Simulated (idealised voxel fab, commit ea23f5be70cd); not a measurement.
The following process module bears the name voxel air gaps.
165 nm wide, 5 nm square cells: that's cross-section cut.
How to read a cross-section here: the picture is a grid of square cells, written as bands going from the top down, and any band can span one or more rows of cells.
Heights first: top, then bottom, in nm. Then materials, left to right, each with a width in nm. "everywhere" on a single material: fills the band edge to edge. "empty": empty space.
The level at which height equals 0 is the one under which the wafer, as it arrives, is entirely one material. No lower edge exists for the bottom band, which continues downward and is notated as in "top 0, no bottom".
Graded width ("30 to 40"): value in top row of band = first number; value in bottom row = second number; row-to-row change constant.
Take "same as before" at face value: in the step it is given for, the cross-section changed in none of its cells.
Basically, "Closed void table" tells you about the enclosed voids: empty spaces with no open way to the top, 8 cells or bigger, each written width x height at distance, where distance is from the left edge, all in nm.
Past the settings on a step's line: simulator remark, on that step.
The line of a step may include "overlay nm". On a step with a mask, this value is how far to the right of its planned place the mask lay. A negative value means the mask lay to the left.

-- The process steps that were planned are listed below
1 op RECEIVE | material Si
2 op CONFORMAL_DEP | material SiO2 | thk nm 10
3 op CONFORMAL_DEP | material SiN | thk nm 5
4 op DIRECTIONAL_DEP | material lowk | thk nm 35
5 op PATTERN | tone open | mask id LINES | material resist | width nm 15 | pitch nm 45 | thk nm 20 | overlay nm 0
6 op DIRECTIONAL_ETCH | etch materials lowk | depth nm 35
7 op STRIP | etch materials resist
8 op CONFORMAL_DEP | material TiN | thk nm 5
9 op FILL_DEP | material Ru | thk nm 5
10 op CMP | height nm 50
11 op EPI | material Ru | thk nm 10
12 op SELECTIVE_ETCH | etch materials lowk | depth nm 45
13 op CONFORMAL_DEP | material SiCN | thk nm 5

-- first wafer, as planned

-- Incoming wafer in cross-section (state: after step 1)
- top 0, no bottom = Si everywhere
- Closed void table: none

-- Cross-section: wafer state after step 2
- top 10, bottom 0 = SiO2 everywhere
- Beneath the level 0, the cross-section is identical to its previous state.

-- Cross-section: wafer state after step 3
- top 15, bottom 10 = SiN everywhere
- Beneath the level 10, the cross-section is identical to its previous state.

-- Cross-section: wafer state after step 4
- top 50, bottom 15 = lowk everywhere
- Beneath the level 15, the cross-section is identical to its previous state.

-- Cross-section: wafer state after step 5
- top 70, bottom 50 = 30 nm resist | 15 nm empty | 30 nm resist | 15 nm empty | 30 nm resist | 15 nm empty | 30 nm resist
- Beneath the level 50, the cross-section is identical to its previous state.

-- Cross-section: wafer state after step 6
- top 70, bottom 50 = 30 nm resist | 15 nm empty | 30 nm resist | 15 nm empty | 30 nm resist | 15 nm empty | 30 nm resist
- top 50, bottom 15 = 30 nm lowk | 15 nm empty | 30 nm lowk | 15 nm empty | 30 nm lowk | 15 nm empty | 30 nm lowk
- Beneath the level 15, the cross-section is identical to its previous state.

-- Cross-section: wafer state after step 7
- top 50, bottom 15 = 30 nm lowk | 15 nm empty | 30 nm lowk | 15 nm empty | 30 nm lowk | 15 nm empty | 30 nm lowk
- Beneath the level 15, the cross-section is identical to its previous state.

-- Cross-section: wafer state after step 8
- top 55, bottom 50 = 35 nm TiN | 5 nm empty | 40 nm TiN | 5 nm empty | 40 nm TiN | 5 nm empty | 35 nm TiN
- top 50, bottom 20 = 30 nm lowk | 5 nm TiN | 5 nm empty | 5 nm TiN | 30 nm lowk | 5 nm TiN | 5 nm empty | 5 nm TiN | 30 nm lowk | 5 nm TiN | 5 nm empty | 5 nm TiN | 30 nm lowk
- top 20, bottom 15 = 30 nm lowk | 15 nm TiN | 30 nm lowk | 15 nm TiN | 30 nm lowk | 15 nm TiN | 30 nm lowk
- Beneath the level 15, the cross-section is identical to its previous state.

-- Cross-section: wafer state after step 9
- top 60, bottom 55 = Ru everywhere
- top 55, bottom 50 = 35 nm TiN | 5 nm Ru | 40 nm TiN | 5 nm Ru | 40 nm TiN | 5 nm Ru | 35 nm TiN
- top 50, bottom 20 = 30 nm lowk | 5 nm TiN | 5 nm Ru | 5 nm TiN | 30 nm lowk | 5 nm TiN | 5 nm Ru | 5 nm TiN | 30 nm lowk | 5 nm TiN | 5 nm Ru | 5 nm TiN | 30 nm lowk
- Beneath the level 20, the cross-section is identical to its previous state.

-- Cross-section: wafer state after step 10
- top 50, bottom 20 = 30 nm lowk | 5 nm TiN | 5 nm Ru | 5 nm TiN | 30 nm lowk | 5 nm TiN | 5 nm Ru | 5 nm TiN | 30 nm lowk | 5 nm TiN | 5 nm Ru | 5 nm TiN | 30 nm lowk
- Beneath the level 20, the cross-section is identical to its previous state.

-- Cross-section: wafer state after step 11
- top 60, bottom 50 = 20 nm empty | 35 nm Ru | 10 nm empty | 35 nm Ru | 10 nm empty | 35 nm Ru | 20 nm empty
- Beneath the level 50, the cross-section is identical to its previous state.

-- Cross-section: wafer state after step 12
- top 60, bottom 50 = 20 nm empty | 35 nm Ru | 10 nm empty | 35 nm Ru | 10 nm empty | 35 nm Ru | 20 nm empty
- top 50, bottom 20 = 30 nm empty | 5 nm TiN | 5 nm Ru | 5 nm TiN | 30 nm empty | 5 nm TiN | 5 nm Ru | 5 nm TiN | 30 nm empty | 5 nm TiN | 5 nm Ru | 5 nm TiN | 30 nm empty
- top 20, bottom 15 = 30 nm empty | 15 nm TiN | 30 nm empty | 15 nm TiN | 30 nm empty | 15 nm TiN | 30 nm empty
- Beneath the level 15, the cross-section is identical to its previous state.

-- Cross-section: wafer state after step 13
- top 65, bottom 60 = 15 nm empty | 135 nm SiCN | 15 nm empty
- top 60, bottom 50 = 15 nm empty | 5 nm SiCN | 35 nm Ru | 10 nm SiCN | 35 nm Ru | 10 nm SiCN | 35 nm Ru | 5 nm SiCN | 15 nm empty
- top 50, bottom 45 = 15 nm empty | 15 nm SiCN | 5 nm TiN | 5 nm Ru | 5 nm TiN | 30 nm SiCN | 5 nm TiN | 5 nm Ru | 5 nm TiN | 30 nm SiCN | 5 nm TiN | 5 nm Ru | 5 nm TiN | 15 nm SiCN | 15 nm empty
- top 45, bottom 20 = 25 nm empty | 5 nm SiCN | 5 nm TiN | 5 nm Ru | 5 nm TiN | 5 nm SiCN | 20 nm empty | 5 nm SiCN | 5 nm TiN | 5 nm Ru | 5 nm TiN | 5 nm SiCN | 20 nm empty | 5 nm SiCN | 5 nm TiN | 5 nm Ru | 5 nm TiN | 5 nm SiCN | 25 nm empty
- top 20, bottom 15 = 30 nm SiCN | 15 nm TiN | 30 nm SiCN | 15 nm TiN | 30 nm SiCN | 15 nm TiN | 30 nm SiCN
- Beneath the level 15, the cross-section is identical to its previous state.
- Closed void table: 20 x 25 at 50; 20 x 25 at 95

-- Companion wafer, the second of two: same beginning, same intended sequence, one mistake in carrying it out; through step 10 inclusive it tracks the first exactly

-- Cross-sectional view of the second wafer at the intended end time of process step 11
- top 70, bottom 50 = 10 nm empty | 145 nm Ru | 10 nm empty
- Beneath the level 50, the cross-section is identical to its previous state.

-- Cross-sectional view of the second wafer at the intended end time of process step 12
- top 70, bottom 50 = 10 nm empty | 145 nm Ru | 10 nm empty
- top 50, bottom 20 = 30 nm empty | 5 nm TiN | 5 nm Ru | 5 nm TiN | 30 nm lowk | 5 nm TiN | 5 nm Ru | 5 nm TiN | 30 nm lowk | 5 nm TiN | 5 nm Ru | 5 nm TiN | 30 nm empty
- top 20, bottom 15 = 30 nm empty | 15 nm TiN | 30 nm lowk | 15 nm TiN | 30 nm lowk | 15 nm TiN | 30 nm empty
- Beneath the level 15, the cross-section is identical to its previous state.

-- Cross-sectional view of the second wafer at the intended end time of process step 13
- top 75, bottom 70 = 5 nm empty | 155 nm SiCN | 5 nm empty
- top 70, bottom 50 = 5 nm empty | 5 nm SiCN | 145 nm Ru | 5 nm SiCN | 5 nm empty
- top 50, bottom 45 = 5 nm empty | 25 nm SiCN | 5 nm TiN | 5 nm Ru | 5 nm TiN | 30 nm lowk | 5 nm TiN | 5 nm Ru | 5 nm TiN | 30 nm lowk | 5 nm TiN | 5 nm Ru | 5 nm TiN | 25 nm SiCN | 5 nm empty
- top 45, bottom 20 = 25 nm empty | 5 nm SiCN | 5 nm TiN | 5 nm Ru | 5 nm TiN | 30 nm lowk | 5 nm TiN | 5 nm Ru | 5 nm TiN | 30 nm lowk | 5 nm TiN | 5 nm Ru | 5 nm TiN | 5 nm SiCN | 25 nm empty
- top 20, bottom 15 = 30 nm SiCN | 15 nm TiN | 30 nm lowk | 15 nm TiN | 30 nm lowk | 15 nm TiN | 30 nm SiCN
- Beneath the level 15, the cross-section is identical to its previous state.
Deviation noted in wafer processing: step 11 was run twice
Wrapping up, a cell-based count of both wafers puts the second over or under the first for these materials: Ru: 74 more | SiCN: 40 fewer | lowk: 84 more
Long story short, the first wafer ends with 2 closed voids and the second one with 0.
